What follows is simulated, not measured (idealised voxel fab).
Module name: voxel wiring stack (process module)
Cross-sectional view cut (width: 235 nm; square cell size: 5 nm).
Bands, listed from the top down, are how a cross-section gets written in this document; the cross-section itself is a grid of square cells, and a band is one or more rows of them.
Band: top height; bottom height; in nm. Then, left to right: material with width in nm, for each material. "full width": a single material spanning edge to edge. "empty": empty space.
Ref level 0: as-received wafer is one material below here. Bottom band extends down with no lower bound ("0 down").
Quick explanation for "30..40": the width changes in equal steps down the rows of cells, from the first number in the band's top row to the second number in its bottom row.
A step reported as "no change" is a step in which no cell of the cross-section changed.
In the "Enclosed cavity list" entry, you get each enclosed empty space of 8 cells or more, one with no open way to the top, written width x height at distance, distance from the left edge, in nm.
Formally, on a step line, whatever follows the settings is a remark that the simulator itself makes on the step.
The setting "overlay nm" may be written on the line of a step. When the step uses a mask, the value reports how far to the right of the planned place the mask lay, and a negative value reports that it lay to the left.
Pairs follow: section before one process step, section after it down to the lowest changed band, step with settings underneath. Pairs may come from different runs of this module on the same starting wafer; continuity with the pair above only as stated in the "Cross-section, before" entry.

## Cross-section, before
	130 to 105  40 nm empty, then 30 nm Ru, then 30 nm empty, then 30 nm Ru, then 30 nm empty, then 30 nm Ru, then 45 nm empty
	105 to 100  40 nm empty, then 30 nm TiN, then 30 nm empty, then 30 nm TiN, then 30 nm empty, then 30 nm TiN, then 45 nm empty
	100 to 90  40 nm SiO2, then 5 nm TiN, then 5 nm W, then 5 nm TiN, then 45 nm SiO2, then 5 nm TiN, then 5 nm W, then 5 nm TiN, then 45 nm SiO2, then 5 nm TiN, then 5 nm W, then 5 nm TiN, then 60 nm SiO2
	90 to 85  40 nm SiCN, then 15 nm TiN, then 45 nm SiCN, then 15 nm TiN, then 45 nm SiCN, then 15 nm TiN, then 60 nm SiCN
	85 to 70  40 nm SiO2, then 5 nm TiN, then 20 nm W, then 5 nm TiN, then 30 nm SiO2, then 5 nm TiN, then 20 nm W, then 5 nm TiN, then 30 nm SiO2, then 5 nm TiN, then 20 nm W, then 5 nm TiN, then 45 nm SiO2
	70 to 65  40 nm SiCN, then 30 nm TiN, then 30 nm SiCN, then 30 nm TiN, then 30 nm SiCN, then 30 nm TiN, then 45 nm SiCN
	65 to 45  40 nm SiO2, then 5 nm TiN, then 5 nm W, then 5 nm TiN, then 105 nm SiO2, then 5 nm TiN, then 5 nm W, then 5 nm TiN, then 60 nm SiO2
	45 to 40  40 nm SiCN, then 15 nm TiN, then 105 nm SiCN, then 15 nm TiN, then 60 nm SiCN
	40 to 35  35 nm lowk, then 5 nm SiCN, then 30 nm W, then 5 nm SiCN, then 20 nm lowk, then 5 nm SiCN, then 30 nm W, then 5 nm SiCN, then 20 nm lowk, then 5 nm SiCN, then 30 nm W, then 5 nm SiCN, then 40 nm lowk
	35 to 30  40 nm SiCN, then 30 nm TiN, then 30 nm SiCN, then 30 nm TiN, then 30 nm SiCN, then 30 nm TiN, then 45 nm SiCN
	30 to 0  SiO2 full width
	0 down  Si full width
	Enclosed cavity list: none

## After the Step
	135 to 130  35 nm empty, then 40 nm SiN, then 20 nm empty, then 40 nm SiN, then 20 nm empty, then 40 nm SiN, then 40 nm empty
	130 to 105  35 nm empty, then 5 nm SiN, then 30 nm Ru, then 5 nm SiN, then 20 nm empty, then 5 nm SiN, then 30 nm Ru, then 5 nm SiN, then 20 nm empty, then 5 nm SiN, then 30 nm Ru, then 5 nm SiN, then 40 nm empty
	105 to 100  40 nm SiN, then 30 nm TiN, then 30 nm SiN, then 30 nm TiN, then 30 nm SiN, then 30 nm TiN, then 45 nm SiN
	Nothing below the height 100 has changed.
	Enclosed cavity list: none
What is the step between the two cross-sections above? CONFORMAL_DEP | material SiN | thk nm 5

Cross-section, before: unchanged from the after cross-section in the pair immediately above; refer to that figure.

## After the Step
	140 to 135  lowk full width
	135 to 130  35 nm lowk, then 40 nm SiN, then 20 nm lowk, then 40 nm SiN, then 20 nm lowk, then 40 nm SiN, then 40 nm lowk
	130 to 105  35 nm lowk, then 5 nm SiN, then 30 nm Ru, then 5 nm SiN, then 20 nm lowk, then 5 nm SiN, then 30 nm Ru, then 5 nm SiN, then 20 nm lowk, then 5 nm SiN, then 30 nm Ru, then 5 nm SiN, then 40 nm lowk
	Nothing below the height 105 has changed.
	Enclosed cavity list: none
What is the step between the two cross-sections above? FILL_DEP | material lowk | thk nm 5

Cross-section, before: unchanged from the after cross-section in the pair immediately above; refer to that figure.

## After the Step
	130 to 105  35 nm lowk, then 5 nm SiN, then 30 nm Ru, then 5 nm SiN, then 20 nm lowk, then 5 nm SiN, then 30 nm Ru, then 5 nm SiN, then 20 nm lowk, then 5 nm SiN, then 30 nm Ru, then 5 nm SiN, then 40 nm lowk
	Nothing below the height 105 has changed.
	Enclosed cavity list: none
What is the step between the two cross-sections above? CMP | height nm 130

Cross-section, before: unchanged from the after cross-section in the pair immediately above; refer to that figure.

## After the Step
	135 to 130  SiCN full width
	Nothing below the height 130 has changed.
	Enclosed cavity list: none
What is the step between the two cross-sections above? CONFORMAL_DEP | material SiCN | thk nm 5

## Cross-section, before
	100 to 90  40 nm SiO2, then 5 nm TiN, then 5 nm W, then 5 nm TiN, then 45 nm SiO2, then 5 nm TiN, then 5 nm W, then 5 nm TiN, then 45 nm SiO2, then 5 nm TiN, then 5 nm W, then 5 nm TiN, then 60 nm SiO2
	90 to 85  40 nm SiCN, then 15 nm TiN, then 45 nm SiCN, then 15 nm TiN, then 45 nm SiCN, then 15 nm TiN, then 60 nm SiCN
	85 to 70  40 nm SiO2, then 5 nm TiN, then 20 nm W, then 5 nm TiN, then 30 nm SiO2, then 5 nm TiN, then 20 nm W, then 5 nm TiN, then 30 nm SiO2, then 5 nm TiN, then 20 nm W, then 5 nm TiN, then 45 nm SiO2
	70 to 65  40 nm SiCN, then 30 nm TiN, then 30 nm SiCN, then 30 nm TiN, then 30 nm SiCN, then 30 nm TiN, then 45 nm SiCN
	65 to 45  40 nm SiO2, then 5 nm TiN, then 5 nm W, then 5 nm TiN, then 105 nm SiO2, then 5 nm TiN, then 5 nm W, then 5 nm TiN, then 60 nm SiO2
	45 to 40  40 nm SiCN, then 15 nm TiN, then 105 nm SiCN, then 15 nm TiN, then 60 nm SiCN
	40 to 20  35 nm lowk, then 5 nm SiCN, then 30 nm W, then 5 nm SiCN, then 20 nm lowk, then 5 nm SiCN, then 30 nm W, then 5 nm SiCN, then 20 nm lowk, then 5 nm SiCN, then 30 nm W, then 5 nm SiCN, then 40 nm lowk
	20 to 15  40 nm SiCN, then 30 nm TiN, then 30 nm SiCN, then 30 nm TiN, then 30 nm SiCN, then 30 nm TiN, then 45 nm SiCN
	15 to 0  SiO2 full width
	0 down  Si full width
	Enclosed cavity list: none

## After the Step
	125 to 100  Ru full width
	Nothing below the height 100 has changed.
	Enclosed cavity list: none
What is the step between the two cross-sections above? DIRECTIONAL_DEP | material Ru | thk nm 25

Cross-section, before: unchanged from the after cross-section in the pair immediately above; refer to that figure.

## After the Step
	130 to 125  TiN full width
	Nothing below the height 125 has changed.
	Enclosed cavity list: none
What is the step between the two cross-sections above? DIRECTIONAL_DEP | material TiN | thk nm 5

Cross-section, before: unchanged from the after cross-section in the pair immediately above; refer to that figure.

## After the Step
	130 to 125  40 nm empty, then 30 nm TiN, then 30 nm empty, then 30 nm TiN, then 30 nm empty, then 30 nm TiN, then 45 nm empty
	Nothing below the height 125 has changed.
	Enclosed cavity list: none
What is the step between the two cross-sections above? MASKED_ETCH | tone cover | mask id METAL_3 | width nm 30 | pitch nm 60 | etch materials TiN | depth nm 5 | overlay nm 0

Cross-section, before: unchanged from the after cross-section in the pair immediately above; refer to that figure.

## After the Step
	135 to 130  35 nm empty, then 40 nm SiN, then 20 nm empty, then 40 nm SiN, then 20 nm empty, then 40 nm SiN, then 40 nm empty
	130 to 125  40 nm SiN, then 30 nm TiN, then 30 nm SiN, then 30 nm TiN, then 30 nm SiN, then 30 nm TiN, then 45 nm SiN
	Nothing below the height 125 has changed.
	Enclosed cavity list: none
What is the step between the two cross-sections above? CONFORMAL_DEP | material SiN | thk nm 5

Cross-section, before: unchanged from the after cross-section in the pair immediately above; refer to that figure.

## After the Step
	140 to 135  lowk full width
	135 to 130  35 nm lowk, then 40 nm SiN, then 20 nm lowk, then 40 nm SiN, then 20 nm lowk, then 40 nm SiN, then 40 nm lowk
	Nothing below the height 130 has changed.
	Enclosed cavity list: none
What is the step between the two cross-sections above? FILL_DEP | material lowk | thk nm 5

Cross-section, before: unchanged from the after cross-section in the pair immediately above; refer to that figure.

## After the Step
	130 to 125  40 nm SiN, then 30 nm TiN, then 30 nm SiN, then 30 nm TiN, then 30 nm SiN, then 30 nm TiN, then 45 nm SiN
	Nothing below the height 125 has changed.
	Enclosed cavity list: none
What is the step between the two cross-sections above? CMP | height nm 130

Cross-section, before: unchanged from the after cross-section in the pair immediately above; refer to that figure.

## After the Step
	135 to 130  SiCN full width
	Nothing below the height 130 has changed.
	Enclosed cavity list: none
What is the step between the two cross-sections above? CONFORMAL_DEP | material SiCN | thk nm 5

## Cross-section, before
	130 to 105  40 nm empty, then 30 nm Ru, then 30 nm empty, then 30 nm Ru, then 30 nm empty, then 30 nm Ru, then 45 nm empty
	105 to 100  40 nm empty, then 30 nm TiN, then 30 nm empty, then 30 nm TiN, then 30 nm empty, then 30 nm TiN, then 45 nm empty
	100 to 90  40 nm SiO2, then 5 nm TiN, then 5 nm W, then 5 nm TiN, then 45 nm SiO2, then 5 nm TiN, then 5 nm W, then 5 nm TiN, then 45 nm SiO2, then 5 nm TiN, then 5 nm W, then 5 nm TiN, then 60 nm SiO2
	90 to 85  40 nm SiCN, then 15 nm TiN, then 45 nm SiCN, then 15 nm TiN, then 45 nm SiCN, then 15 nm TiN, then 60 nm SiCN
	85 to 70  40 nm SiO2, then 5 nm TiN, then 20 nm W, then 5 nm TiN, then 30 nm SiO2, then 5 nm TiN, then 20 nm W, then 5 nm TiN, then 30 nm SiO2, then 5 nm TiN, then 20 nm W, then 5 nm TiN, then 45 nm SiO2
	70 to 65  40 nm SiCN, then 30 nm TiN, then 30 nm SiCN, then 30 nm TiN, then 30 nm SiCN, then 30 nm TiN, then 45 nm SiCN
	65 to 45  40 nm SiO2, then 5 nm TiN, then 5 nm W, then 5 nm TiN, then 105 nm SiO2, then 5 nm TiN, then 5 nm W, then 5 nm TiN, then 60 nm SiO2
	45 to 40  40 nm SiCN, then 15 nm TiN, then 105 nm SiCN, then 15 nm TiN, then 60 nm SiCN
	40 to 20  35 nm lowk, then 5 nm SiCN, then 30 nm W, then 5 nm SiCN, then 20 nm lowk, then 5 nm SiCN, then 30 nm W, then 5 nm SiCN, then 20 nm lowk, then 5 nm SiCN, then 30 nm W, then 5 nm SiCN, then 40 nm lowk
	20 to 15  40 nm SiCN, then 30 nm TiN, then 30 nm SiCN, then 30 nm TiN, then 30 nm SiCN, then 30 nm TiN, then 45 nm SiCN
	15 to 0  SiO2 full width
	0 down  Si full width
	Enclosed cavity list: none

## After the Step
	145 to 130  25 nm empty, then 180 nm SiN, then 30 nm empty
	130 to 115  25 nm empty, then 15 nm SiN, then 30 nm Ru, then 30 nm SiN, then 30 nm Ru, then 30 nm SiN, then 30 nm Ru, then 15 nm SiN, then 30 nm empty
	115 to 105  40 nm SiN, then 30 nm Ru, then 30 nm SiN, then 30 nm Ru, then 30 nm SiN, then 30 nm Ru, then 45 nm SiN
	105 to 100  40 nm SiN, then 30 nm TiN, then 30 nm SiN, then 30 nm TiN, then 30 nm SiN, then 30 nm TiN, then 45 nm SiN
	Nothing below the height 100 has changed.
	Enclosed cavity list: none
What is the step between the two cross-sections above? CONFORMAL_DEP | material SiN | thk nm 15

Cross-section, before: unchanged from the after cross-section in the pair immediately above; refer to that figure.

## After the Step
	150 to 145  lowk full width
	145 to 130  25 nm lowk, then 180 nm SiN, then 30 nm lowk
	130 to 115  25 nm lowk, then 15 nm SiN, then 30 nm Ru, then 30 nm SiN, then 30 nm Ru, then 30 nm SiN, then 30 nm Ru, then 15 nm SiN, then 30 nm lowk
	Nothing below the height 115 has changed.
	Enclosed cavity list: none
What is the step between the two cross-sections above? FILL_DEP | material lowk | thk nm 5

Cross-section, before: unchanged from the after cross-section in the pair immediately above; refer to that figure.

## After the Step
	130 to 115  25 nm lowk, then 15 nm SiN, then 30 nm Ru, then 30 nm SiN, then 30 nm Ru, then 30 nm SiN, then 30 nm Ru, then 15 nm SiN, then 30 nm lowk
	Nothing below the height 115 has changed.
	Enclosed cavity list: none
What is the step between the two cross-sections above? CMP | height nm 130

Cross-section, before: unchanged from the after cross-section in the pair immediately above; refer to that figure.

## After the Step
	135 to 130  SiCN full width
	Nothing below the height 130 has changed.
	Enclosed cavity list: none
What is the step between the two cross-sections above? CONFORMAL_DEP | material SiCN | thk nm 5

## Cross-section, before
	85 to 70  SiO2 full width
	70 to 65  SiCN full width
	65 to 45  40 nm SiO2, then 5 nm TiN, then 5 nm W, then 5 nm TiN, then 105 nm SiO2, then 5 nm TiN, then 5 nm W, then 5 nm TiN, then 60 nm SiO2
	45 to 40  40 nm SiCN, then 15 nm TiN, then 105 nm SiCN, then 15 nm TiN, then 60 nm SiCN
	40 to 20  35 nm lowk, then 5 nm SiCN, then 30 nm W, then 5 nm SiCN, then 20 nm lowk, then 5 nm SiCN, then 30 nm W, then 5 nm SiCN, then 20 nm lowk, then 5 nm SiCN, then 30 nm W, then 5 nm SiCN, then 40 nm lowk
	20 to 15  40 nm SiCN, then 30 nm TiN, then 30 nm SiCN, then 30 nm TiN, then 30 nm SiCN, then 30 nm TiN, then 45 nm SiCN
	15 to 0  SiO2 full width
	0 down  Si full width
	Enclosed cavity list: none

## After the Step
	105 to 85  45 nm resist, then 25 nm empty, then 35 nm resist, then 25 nm empty, then 35 nm resist, then 25 nm empty, then 45 nm resist
	Nothing below the height 85 has changed.
	Enclosed cavity list: none
What is the step between the two cross-sections above? PATTERN | tone open | mask id METAL_2 | material resist | width nm 25 | pitch nm 60 | thk nm 20 | overlay nm 0

Cross-section, before: unchanged from the after cross-section in the pair immediately above; refer to that figure.

## After the Step
	105 to 85  45 nm resist, then 25 nm empty, then 35 nm resist, then 25 nm empty, then 35 nm resist, then 25 nm empty, then 45 nm resist
	85 to 70  45 nm SiO2, then 25 nm empty, then 35 nm SiO2, then 25 nm empty, then 35 nm SiO2, then 25 nm empty, then 45 nm SiO2
	Nothing below the height 70 has changed.
	Enclosed cavity list: none
What is the step between the two cross-sections above? DIRECTIONAL_ETCH | etch materials SiO2 | depth nm 15

Cross-section, before: unchanged from the after cross-section in the pair immediately above; refer to that figure.

## After the Step
	105 to 85  45 nm resist, then 25 nm empty, then 35 nm resist, then 25 nm empty, then 35 nm resist, then 25 nm empty, then 45 nm resist
	85 to 70  45 nm SiO2, then 25 nm empty, then 35 nm SiO2, then 25 nm empty, then 35 nm SiO2, then 25 nm empty, then 45 nm SiO2
	70 to 65  45 nm SiCN, then 25 nm empty, then 35 nm SiCN, then 25 nm empty, then 35 nm SiCN, then 25 nm empty, then 45 nm SiCN
	Nothing below the height 65 has changed.
	Enclosed cavity list: none
What is the step between the two cross-sections above? DIRECTIONAL_ETCH | etch materials SiCN | depth nm 5

Cross-section, before: unchanged from the after cross-section in the pair immediately above; refer to that figure.

## After the Step
	85 to 70  45 nm SiO2, then 25 nm empty, then 35 nm SiO2, then 25 nm empty, then 35 nm SiO2, then 25 nm empty, then 45 nm SiO2
	Nothing below the height 70 has changed.
	Enclosed cavity list: none
What is the step between the two cross-sections above? STRIP | etch materials resist

Cross-section, before: unchanged from the after cross-section in the pair immediately above; refer to that figure.

## After the Step
	90 to 85  50 nm TiN, then 15 nm empty, then 45 nm TiN, then 15 nm empty, then 45 nm TiN, then 15 nm empty, then 50 nm TiN
	85 to 70  45 nm SiO2, then 5 nm TiN, then 15 nm empty, then 5 nm TiN, then 35 nm SiO2, then 5 nm TiN, then 15 nm empty, then 5 nm TiN, then 35 nm SiO2, then 5 nm TiN, then 15 nm empty, then 5 nm TiN, then 45 nm SiO2
	70 to 65  45 nm SiCN, then 25 nm TiN, then 35 nm SiCN, then 25 nm TiN, then 35 nm SiCN, then 25 nm TiN, then 45 nm SiCN
	Nothing below the height 65 has changed.
	Enclosed cavity list: none
What is the step between the two cross-sections above? CONFORMAL_DEP | material TiN | thk nm 5

Cross-section, before: unchanged from the after cross-section in the pair immediately above; refer to that figure.

## After the Step
	95 to 90  W full width
	90 to 85  50 nm TiN, then 15 nm W, then 45 nm TiN, then 15 nm W, then 45 nm TiN, then 15 nm W, then 50 nm TiN
	85 to 70  45 nm SiO2, then 5 nm TiN, then 15 nm W, then 5 nm TiN, then 35 nm SiO2, then 5 nm TiN, then 15 nm W, then 5 nm TiN, then 35 nm SiO2, then 5 nm TiN, then 15 nm W, then 5 nm TiN, then 45 nm SiO2
	Nothing below the height 70 has changed.
	Enclosed cavity list: none
What is the step between the two cross-sections above? FILL_DEP | material W | thk nm 5

Cross-section, before: unchanged from the after cross-section in the pair immediately above; refer to that figure.

## After the Step
	85 to 70  45 nm SiO2, then 5 nm TiN, then 15 nm W, then 5 nm TiN, then 35 nm SiO2, then 5 nm TiN, then 15 nm W, then 5 nm TiN, then 35 nm SiO2, then 5 nm TiN, then 15 nm W, then 5 nm TiN, then 45 nm SiO2
	Nothing below the height 70 has changed.
	Enclosed cavity list: none
What is the step between the two cross-sections above? CMP | height nm 85

Cross-section, before: unchanged from the after cross-section in the pair immediately above; refer to that figure.

## After the Step
	90 to 85  SiCN full width
	Nothing below the height 85 has changed.
	Enclosed cavity list: none
What is the step between the two cross-sections above? CONFORMAL_DEP | material SiCN | thk nm 5

Cross-section, before: unchanged from the after cross-section in the pair immediately above; refer to that figure.

## After the Step
	100 to 90  SiO2 full width
	Nothing below the height 90 has changed.
	Enclosed cavity list: none
What is the step between the two cross-sections above? DIRECTIONAL_DEP | material SiO2 | thk nm 10

Cross-section, before: unchanged from the after cross-section in the pair immediately above; refer to that figure.

## After the Step
	100 to 90  40 nm SiO2, then 15 nm empty, then 45 nm SiO2, then 15 nm empty, then 45 nm SiO2, then 15 nm empty, then 60 nm SiO2
	Nothing below the height 90 has changed.
	Enclosed cavity list: none
What is the step between the two cross-sections above? MASKED_ETCH | tone open | mask id PLUG_2 | width nm 15 | pitch nm 60 | etch materials SiO2 | depth nm 10 | overlay nm 0

Cross-section, before: unchanged from the after cross-section in the pair immediately above; refer to that figure.

## After the Step
	100 to 90  40 nm SiO2, then 15 nm empty, then 45 nm SiO2, then 15 nm empty, then 45 nm SiO2, then 15 nm empty, then 60 nm SiO2
	90 to 85  40 nm SiCN, then 15 nm empty, then 45 nm SiCN, then 15 nm empty, then 45 nm SiCN, then 15 nm empty, then 60 nm SiCN
	Nothing below the height 85 has changed.
	Enclosed cavity list: none
What is the step between the two cross-sections above? MASKED_ETCH | tone open | mask id PLUG_2 | width nm 15 | pitch nm 60 | etch materials SiCN | depth nm 5 | overlay nm 0

Cross-section, before: unchanged from the after cross-section in the pair immediately above; refer to that figure.

## After the Step
	105 to 100  45 nm TiN, then 5 nm empty, then 55 nm TiN, then 5 nm empty, then 55 nm TiN, then 5 nm empty, then 65 nm TiN
	100 to 90  40 nm SiO2, then 5 nm TiN, then 5 nm empty, then 5 nm TiN, then 45 nm SiO2, then 5 nm TiN, then 5 nm empty, then 5 nm TiN, then 45 nm SiO2, then 5 nm TiN, then 5 nm empty, then 5 nm TiN, then 60 nm SiO2
	90 to 85  40 nm SiCN, then 15 nm TiN, then 45 nm SiCN, then 15 nm TiN, then 45 nm SiCN, then 15 nm TiN, then 60 nm SiCN
	Nothing below the height 85 has changed.
	Enclosed cavity list: none
What is the step between the two cross-sections above? CONFORMAL_DEP | material TiN | thk nm 5

Cross-section, before: unchanged from the after cross-section in the pair immediately above; refer to that figure.

## After the Step
	110 to 105  W full width
	105 to 100  45 nm TiN, then 5 nm W, then 55 nm TiN, then 5 nm W, then 55 nm TiN, then 5 nm W, then 65 nm TiN
	100 to 90  40 nm SiO2, then 5 nm TiN, then 5 nm W, then 5 nm TiN, then 45 nm SiO2, then 5 nm TiN, then 5 nm W, then 5 nm TiN, then 45 nm SiO2, then 5 nm TiN, then 5 nm W, then 5 nm TiN, then 60 nm SiO2
	Nothing below the height 90 has changed.
	Enclosed cavity list: none
What is the step between the two cross-sections above? FILL_DEP | material W | thk nm 5

Cross-section, before: unchanged from the after cross-section in the pair immediately above; refer to that figure.

## After the Step
	100 to 90  40 nm SiO2, then 5 nm TiN, then 5 nm W, then 5 nm TiN, then 45 nm SiO2, then 5 nm TiN, then 5 nm W, then 5 nm TiN, then 45 nm SiO2, then 5 nm TiN, then 5 nm W, then 5 nm TiN, then 60 nm SiO2
	Nothing below the height 90 has changed.
	Enclosed cavity list: none
What is the step between the two cross-sections above? CMP | height nm 100

Cross-section, before: unchanged from the after cross-section in the pair immediately above; refer to that figure.

## After the Step
	105 to 100  TiN full width
	Nothing below the height 100 has changed.
	Enclosed cavity list: none
What is the step between the two cross-sections above? DIRECTIONAL_DEP | material TiN | thk nm 5

Cross-section, before: unchanged from the after cross-section in the pair immediately above; refer to that figure.

## After the Step
	130 to 105  Ru full width
	Nothing below the height 105 has changed.
	Enclosed cavity list: none
What is the step between the two cross-sections above? DIRECTIONAL_DEP | material Ru | thk nm 25

Cross-section, before: unchanged from the after cross-section in the pair immediately above; refer to that figure.

## After the Step
	130 to 105  40 nm empty, then 30 nm Ru, then 30 nm empty, then 30 nm Ru, then 30 nm empty, then 30 nm Ru, then 45 nm empty
	Nothing below the height 105 has changed.
	Enclosed cavity list: none
What is the step between the two cross-sections above? MASKED_ETCH | tone cover | mask id METAL_3 | width nm 30 | pitch nm 60 | etch materials Ru | depth nm 25 | overlay nm 0

Cross-section, before: unchanged from the after cross-section in the pair immediately above; refer to that figure.

## After the Step
	130 to 105  40 nm empty, then 30 nm Ru, then 30 nm empty, then 30 nm Ru, then 30 nm empty, then 30 nm Ru, then 45 nm empty
	105 to 100  40 nm empty, then 30 nm TiN, then 30 nm empty, then 30 nm TiN, then 30 nm empty, then 30 nm TiN, then 45 nm empty
	Nothing below the height 100 has changed.
	Enclosed cavity list: none
What is the step between the two cross-sections above? MASKED_ETCH | tone cover | mask id METAL_3 | width nm 30 | pitch nm 60 | etch materials TiN | depth nm 5 | overlay nm 0

Cross-section, before: unchanged from the after cross-section in the pair immediately above; refer to that figure.

## After the Step
	135 to 130  35 nm empty, then 40 nm SiN, then 20 nm empty, then 40 nm SiN, then 20 nm empty, then 40 nm SiN, then 40 nm empty
	130 to 105  35 nm empty, then 5 nm SiN, then 30 nm Ru, then 5 nm SiN, then 20 nm empty, then 5 nm SiN, then 30 nm Ru, then 5 nm SiN, then 20 nm empty, then 5 nm SiN, then 30 nm Ru, then 5 nm SiN, then 40 nm empty
	105 to 100  40 nm SiN, then 30 nm TiN, then 30 nm SiN, then 30 nm TiN, then 30 nm SiN, then 30 nm TiN, then 45 nm SiN
	Nothing below the height 100 has changed.
	Enclosed cavity list: none
What is the step between the two cross-sections above? CONFORMAL_DEP | material SiN | thk nm 5

Cross-section, before: unchanged from the after cross-section in the pair immediately above; refer to that figure.

## After the Step
	140 to 135  lowk full width
	135 to 130  35 nm lowk, then 40 nm SiN, then 20 nm lowk, then 40 nm SiN, then 20 nm lowk, then 40 nm SiN, then 40 nm lowk
	130 to 105  35 nm lowk, then 5 nm SiN, then 30 nm Ru, then 5 nm SiN, then 20 nm lowk, then 5 nm SiN, then 30 nm Ru, then 5 nm SiN, then 20 nm lowk, then 5 nm SiN, then 30 nm Ru, then 5 nm SiN, then 40 nm lowk
	Nothing below the height 105 has changed.
	Enclosed cavity list: none
What is the step between the two cross-sections above? FILL_DEP | material lowk | thk nm 5

Cross-section, before: unchanged from the after cross-section in the pair immediately above; refer to that figure.

## After the Step
	130 to 105  35 nm lowk, then 5 nm SiN, then 30 nm Ru, then 5 nm SiN, then 20 nm lowk, then 5 nm SiN, then 30 nm Ru, then 5 nm SiN, then 20 nm lowk, then 5 nm SiN, then 30 nm Ru, then 5 nm SiN, then 40 nm lowk
	Nothing below the height 105 has changed.
	Enclosed cavity list: none
What is the step between the two cross-sections above? CMP | height nm 130

Cross-section, before: unchanged from the after cross-section in the pair immediately above; refer to that figure.

## After the Step
	135 to 130  SiCN full width
	Nothing below the height 130 has changed.
	Enclosed cavity list: none
What is the step between the two cross-sections above? CONFORMAL_DEP | material SiCN | thk nm 5

## Cross-section, before
	55 to 40  aC full width
	40 to 20  W full width
	20 to 15  TiN full width
	15 to 0  SiO2 full width
	0 down  Si full width
	Enclosed cavity list: none

## After the Step
	85 to 55  30 nm empty, then 30 nm resist, then 30 nm empty, then 30 nm resist, then 30 nm empty, then 30 nm resist, then 55 nm empty
	Nothing below the height 55 has changed.
	Enclosed cavity list: none
What is the step between the two cross-sections above? PATTERN | tone cover | mask id METAL_1 | material resist | width nm 30 | pitch nm 60 | thk nm 30 | overlay nm -10

Cross-section, before: unchanged from the after cross-section in the pair immediately above; refer to that figure.

## After the Step
	70 to 55  30 nm empty, then 30 nm resist, then 30 nm empty, then 30 nm resist, then 30 nm empty, then 30 nm resist, then 55 nm empty
	55 to 40  30 nm empty, then 30 nm aC, then 30 nm empty, then 30 nm aC, then 30 nm empty, then 30 nm aC, then 55 nm empty
	Nothing below the height 40 has changed.
	Enclosed cavity list: none
What is the step between the two cross-sections above? DIRECTIONAL_ETCH | etch materials aC | depth nm 15

Cross-section, before: unchanged from the after cross-section in the pair immediately above; refer to that figure.

## After the Step
	55 to 40  30 nm empty, then 30 nm aC, then 30 nm empty, then 30 nm aC, then 30 nm empty, then 30 nm aC, then 55 nm empty
	Nothing below the height 40 has changed.
	Enclosed cavity list: none
What is the step between the two cross-sections above? STRIP | etch materials resist

Cross-section, before: unchanged from the after cross-section in the pair immediately above; refer to that figure.

## After the Step
	55 to 40  30 nm empty, then 30 nm aC, then 30 nm empty, then 30 nm aC, then 30 nm empty, then 30 nm aC, then 55 nm empty
	40 to 20  30 nm empty, then 30 nm W, then 30 nm empty, then 30 nm W, then 30 nm empty, then 30 nm W, then 55 nm empty
	Nothing below the height 20 has changed.
	Enclosed cavity list: none
What is the step between the two cross-sections above? DIRECTIONAL_ETCH | etch materials W | depth nm 20

Cross-section, before: unchanged from the after cross-section in the pair immediately above; refer to that figure.

## After the Step
	55 to 40  30 nm empty, then 30 nm aC, then 30 nm empty, then 30 nm aC, then 30 nm empty, then 30 nm aC, then 55 nm empty
	40 to 20  30 nm empty, then 30 nm W, then 30 nm empty, then 30 nm W, then 30 nm empty, then 30 nm W, then 55 nm empty
	20 to 15  30 nm empty, then 30 nm TiN, then 30 nm empty, then 30 nm TiN, then 30 nm empty, then 30 nm TiN, then 55 nm empty
	Nothing below the height 15 has changed.
	Enclosed cavity list: none
What is the step between the two cross-sections above? DIRECTIONAL_ETCH | etch materials TiN | depth nm 5

Cross-section, before: unchanged from the after cross-section in the pair immediately above; refer to that figure.

## After the Step
	40 to 20  30 nm empty, then 30 nm W, then 30 nm empty, then 30 nm W, then 30 nm empty, then 30 nm W, then 55 nm empty
	Nothing below the height 20 has changed.
	Enclosed cavity list: none
What is the step between the two cross-sections above? STRIP | etch materials aC

Cross-section, before: unchanged from the after cross-section in the pair immediately above; refer to that figure.

## After the Step
	45 to 40  25 nm empty, then 40 nm SiCN, then 20 nm empty, then 40 nm SiCN, then 20 nm empty, then 40 nm SiCN, then 50 nm empty
	40 to 20  25 nm empty, then 5 nm SiCN, then 30 nm W, then 5 nm SiCN, then 20 nm empty, then 5 nm SiCN, then 30 nm W, then 5 nm SiCN, then 20 nm empty, then 5 nm SiCN, then 30 nm W, then 5 nm SiCN, then 50 nm empty
	20 to 15  30 nm SiCN, then 30 nm TiN, then 30 nm SiCN, then 30 nm TiN, then 30 nm SiCN, then 30 nm TiN, then 55 nm SiCN
	Nothing below the height 15 has changed.
	Enclosed cavity list: none
What is the step between the two cross-sections above? CONFORMAL_DEP | material SiCN | thk nm 5

Cross-section, before: unchanged from the after cross-section in the pair immediately above; refer to that figure.

## After the Step
	55 to 45  lowk full width
	45 to 40  25 nm lowk, then 40 nm SiCN, then 20 nm lowk, then 40 nm SiCN, then 20 nm lowk, then 40 nm SiCN, then 50 nm lowk
	40 to 20  25 nm lowk, then 5 nm SiCN, then 30 nm W, then 5 nm SiCN, then 20 nm lowk, then 5 nm SiCN, then 30 nm W, then 5 nm SiCN, then 20 nm lowk, then 5 nm SiCN, then 30 nm W, then 5 nm SiCN, then 50 nm lowk
	Nothing below the height 20 has changed.
	Enclosed cavity list: none
What is the step between the two cross-sections above? FILL_DEP | material lowk | thk nm 10

Cross-section, before: unchanged from the after cross-section in the pair immediately above; refer to that figure.

## After the Step
	40 to 20  25 nm lowk, then 5 nm SiCN, then 30 nm W, then 5 nm SiCN, then 20 nm lowk, then 5 nm SiCN, then 30 nm W, then 5 nm SiCN, then 20 nm lowk, then 5 nm SiCN, then 30 nm W, then 5 nm SiCN, then 50 nm lowk
	Nothing below the height 20 has changed.
	Enclosed cavity list: none
What is the step between the two cross-sections above? CMP | height nm 40

Cross-section, before: unchanged from the after cross-section in the pair immediately above; refer to that figure.

## After the Step
	45 to 40  SiCN full width
	Nothing below the height 40 has changed.
	Enclosed cavity list: none
What is the step between the two cross-sections above? CONFORMAL_DEP | material SiCN | thk nm 5

Cross-section, before: unchanged from the after cross-section in the pair immediately above; refer to that figure.

## After the Step
	65 to 45  SiO2 full width
	Nothing below the height 45 has changed.
	Enclosed cavity list: none
What is the step between the two cross-sections above? DIRECTIONAL_DEP | material SiO2 | thk nm 20

Cross-section, before: unchanged from the after cross-section in the pair immediately above; refer to that figure.

## After the Step
	65 to 45  40 nm SiO2, then 15 nm empty, then 105 nm SiO2, then 15 nm empty, then 60 nm SiO2
	Nothing below the height 45 has changed.
	Enclosed cavity list: none
What is the step between the two cross-sections above? MASKED_ETCH | tone open | mask id PLUG_1 | width nm 15 | pitch nm 120 | etch materials SiO2 | depth nm 20 | overlay nm 0
